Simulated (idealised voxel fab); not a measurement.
process module | voxel capacitor over wiring
cross-section cut | 155 nm wide | cells 5 nm
A cross-section is a grid of square cells, given in bands from the top down. A band is one or more rows of cells.
Each band's line starts with the height of the band's top and of its bottom, in nm. Then come its materials from left to right, each with its width in nm. One material with "throughout" fills the band from edge to edge. "air" is empty space.
Height 0 is the level under which the wafer as received is all one material. The lowest band goes on downwards, as in "0 down".
A width such as "30 to 40" changes by the same amount from each row of cells to the next, from the band's top row to its bottom row.
"no change" after a step means that no cell of the cross-section changed.
closed voids: empty space of 8 cells or more with no open way to the top, each as width x height at its distance from the left edge, in nm
after a step's settings: what the simulator itself notes on the step
overlay nm, on a step with a mask: how far to the right of its planned place the mask lay; to the left if negative
plan
1 op RECEIVE | material Si
2 op CONFORMAL_DEP | material SiO2 | thk nm 10
3 op CONFORMAL_DEP | material SiCN | thk nm 5
4 op DIRECTIONAL_DEP | material SiO2 | thk nm 15
5 op DIRECTIONAL_DEP | material aC | thk nm 15
6 op PATTERN | tone open | mask id METAL_1 | material resist | width nm 20 | pitch nm 80 | thk nm 35 | overlay nm 0
7 op DIRECTIONAL_ETCH | etch materials aC | depth nm 15
8 op STRIP | etch materials resist
9 op DIRECTIONAL_ETCH | etch materials SiO2 | depth nm 15
10 op DIRECTIONAL_ETCH | etch materials SiCN | depth nm 5
11 op STRIP | etch materials aC
12 op CONFORMAL_DEP | material TiN | thk nm 5
13 op FILL_DEP | material Ru | thk nm 5
14 op CMP | height nm 30
15 op EPI | material Ru | thk nm 5
16 op FILL_DEP | material SiCN | thk nm 5
17 op DIRECTIONAL_DEP | material lowk | thk nm 10
18 op MASKED_ETCH | tone open | mask id PLUG_1 | width nm 15 | etch materials lowk | depth nm 10 | overlay nm 0
19 op MASKED_ETCH | tone open | mask id PLUG_1 | width nm 15 | etch materials SiCN | depth nm 5 | overlay nm 0
20 op CONFORMAL_DEP | material TiN | thk nm 5
21 op FILL_DEP | material W | thk nm 5
22 op CMP | height nm 50
23 op DIRECTIONAL_DEP | material TiN | thk nm 5
24 op DIRECTIONAL_DEP | material HfO2 | thk nm 5
25 op DIRECTIONAL_DEP | material TiN | thk nm 10
26 op DIRECTIONAL_DEP | material aC | thk nm 15
27 op PATTERN | tone cover | mask id UPPER_PLATE | material resist | width nm 65 | thk nm 30 | overlay nm 0
28 op DIRECTIONAL_ETCH | etch materials aC | depth nm 15
29 op STRIP | etch materials resist
30 op DIRECTIONAL_ETCH | etch materials TiN | depth nm 10
31 op DIRECTIONAL_ETCH | etch materials HfO2 | depth nm 5
32 op STRIP | etch materials aC
33 op MASKED_ETCH | tone cover | mask id LOWER_PLATE | width nm 75 | etch materials TiN | depth nm 5 | overlay nm 0
34 op FILL_DEP | material SiO2 | thk nm 20
35 op CMP | height nm 85
36 op DIRECTIONAL_DEP | material aC | thk nm 15
37 op PATTERN | tone open | mask id PLUG_2 | material resist | width nm 15 | thk nm 30 | overlay nm 0
38 op DIRECTIONAL_ETCH | etch materials aC | depth nm 15
39 op STRIP | etch materials resist
40 op DIRECTIONAL_ETCH | etch materials SiO2 | depth nm 15
41 op STRIP | etch materials aC
42 op CONFORMAL_DEP | material TiN | thk nm 5
43 op FILL_DEP | material Cu | thk nm 10
44 op CMP | height nm 85
45 op CONFORMAL_DEP | material SiN | thk nm 5
as received, after step 1
  0 down: Si throughout
  closed voids: none
first wafer at the end, as planned
  90 to 85: SiN throughout
  85 to 75: SiO2 40 | TiN 5 | Cu 5 | TiN 5 | SiO2 100
  75 to 70: SiO2 40 | TiN 15 | SiO2 100
  70 to 60: SiO2 30 | TiN 65 | SiO2 60
  60 to 55: SiO2 30 | HfO2 65 | SiO2 60
  55 to 50: SiO2 25 | TiN 75 | SiO2 55
  50 to 40: lowk 30 | TiN 5 | W 5 | TiN 5 | lowk 110
  40 to 35: SiCN 30 | TiN 15 | SiCN 110
  35 to 30: SiCN 20 | Ru 30 | SiCN 50 | Ru 30 | SiCN 25
  30 to 15: SiO2 25 | TiN 5 | Ru 10 | TiN 5 | SiO2 60 | TiN 5 | Ru 10 | TiN 5 | SiO2 30
  15 to 10: SiCN 25 | TiN 20 | SiCN 60 | TiN 20 | SiCN 30
  10 to 0: SiO2 throughout
  0 down: Si throughout
  closed voids: none
second wafer at the end: like start, like plan, one mistake
  90 to 85: SiN throughout
  85 to 75: SiO2 40 | TiN 5 | Cu 5 | TiN 5 | SiO2 100
  75 to 70: SiO2 40 | TiN 15 | SiO2 100
  70 to 60: SiO2 30 | TiN 65 | SiO2 60
  60 to 55: SiO2 30 | HfO2 65 | SiO2 60
  55 to 50: SiO2 25 | TiN 75 | SiO2 55
  50 to 40: aC throughout
  40 to 35: SiCN throughout
  35 to 30: SiCN 20 | Ru 30 | SiCN 50 | Ru 30 | SiCN 25
  30 to 15: SiO2 25 | TiN 5 | Ru 10 | TiN 5 | SiO2 60 | TiN 5 | Ru 10 | TiN 5 | SiO2 30
  15 to 10: SiCN 25 | TiN 20 | SiCN 60 | TiN 20 | SiCN 30
  10 to 0: SiO2 throughout
  0 down: Si throughout
  closed voids: none
what went wrong: step 17 ran as: op DIRECTIONAL_DEP | material aC | thk nm 10
at the end the second wafer has, in cells: 3 more of SiCN | 7 fewer of TiN | 2 fewer of W | 62 more of aC | 56 fewer of lowk
